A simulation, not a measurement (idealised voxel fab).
Herein follows the process module entitled voxel self aligned vias.
It is cross-section cut that appears here, measuring 225 nm in width, its square cells being 5 nm in size.
Each cross-section below is a grid of square cells, stated as bands in top-down order, with one or more rows of cells making up each band.
Quick guide to a band line: top height, bottom height (nm) up front; then every material left to right with its width in nm. Only one material and it's marked "full width"? Then it fills the band edge to edge. And "blank" just means empty space.
We count height from 0. Below that, the starting wafer is all one material. The lowest band never ends at the bottom but goes on down; see "0 -> down" for how that is written.
It should be noted that a width expressed as "30 to 40" varies in equal increments from row to row of cells within the band, taking the value of the first number at the top row and that of the second number at the bottom row.
When a step is marked "everything unchanged", none of the cells in the cross-section changed during that step.
Closed empty spaces (no open way to the top) of 8 cells or more are what "Closed cavities" lists, each as width x height at distance from the left edge, nm for all three.
That trailing text on a step's line, after the settings, is the simulator's own remark on the step.
overlay nm: how far to the right of its planned place the mask lay on this masked step (negative: to the left).

# List of planned process steps
1: op RECEIVE | material Si
2: op CONFORMAL_DEP | material SiO2 | thk nm 15
3: op CONFORMAL_DEP | material SiCN | thk nm 5
4: op DIRECTIONAL_DEP | material SiO2 | thk nm 30
5: op DIRECTIONAL_DEP | material aC | thk nm 15
6: op PATTERN | tone open | mask id LINES | material resist | width nm 20 | pitch nm 55 | thk nm 30 | overlay nm 0
7: op DIRECTIONAL_ETCH | etch materials aC | depth nm 15
8: op STRIP | etch materials resist
9: op DIRECTIONAL_ETCH | etch materials SiO2 | depth nm 30
10: op STRIP | etch materials aC
11: op CONFORMAL_DEP | material TiN | thk nm 5
12: op FILL_DEP | material Ru | thk nm 5
13: op CMP | height nm 50
14: op SELECTIVE_ETCH | etch materials W Ru TiN | depth nm 5
15: op FILL_DEP | material SiN | thk nm 10
16: op CMP | height nm 50
17: op DIRECTIONAL_DEP | material SiO2 | thk nm 15
18: op PATTERN | tone open | mask id VIAS | material resist | width nm 40 | pitch nm 55 | thk nm 15 | overlay nm 0
19: op DIRECTIONAL_ETCH | etch materials SiO2 | depth nm 15
20: op DIRECTIONAL_ETCH | etch materials SiN | depth nm 5
21: op STRIP | etch materials resist
22: op CONFORMAL_DEP | material TiN | thk nm 5
23: op FILL_DEP | material Cu | thk nm 5
24: op CMP | height nm 65
25: op CONFORMAL_DEP | material SiN | thk nm 5

# Cross-sectional view of the wafer in its as-received condition, corresponding to the state after step 1
0 -> down  Si full width
Closed cavities: none

# Same starting wafer, same plan as above, one mistake in the execution; this is the cross-section at the end of the module
70 -> 65  SiN full width
65 -> 55  SiO2: 65 | TiN: 5 | Cu: 30 | TiN: 5 | SiO2: 15 | TiN: 5 | Cu: 30 | TiN: 5 | SiO2: 65
55 -> 50  SiO2: 65 | TiN: 40 | SiO2: 15 | TiN: 40 | SiO2: 65
50 -> 45  SiCN full width
45 -> 0  SiO2 full width
0 -> down  Si full width
Closed cavities: none
Deviation noted in wafer processing: note: step 3 <-> step 4, run order reversed vs plan
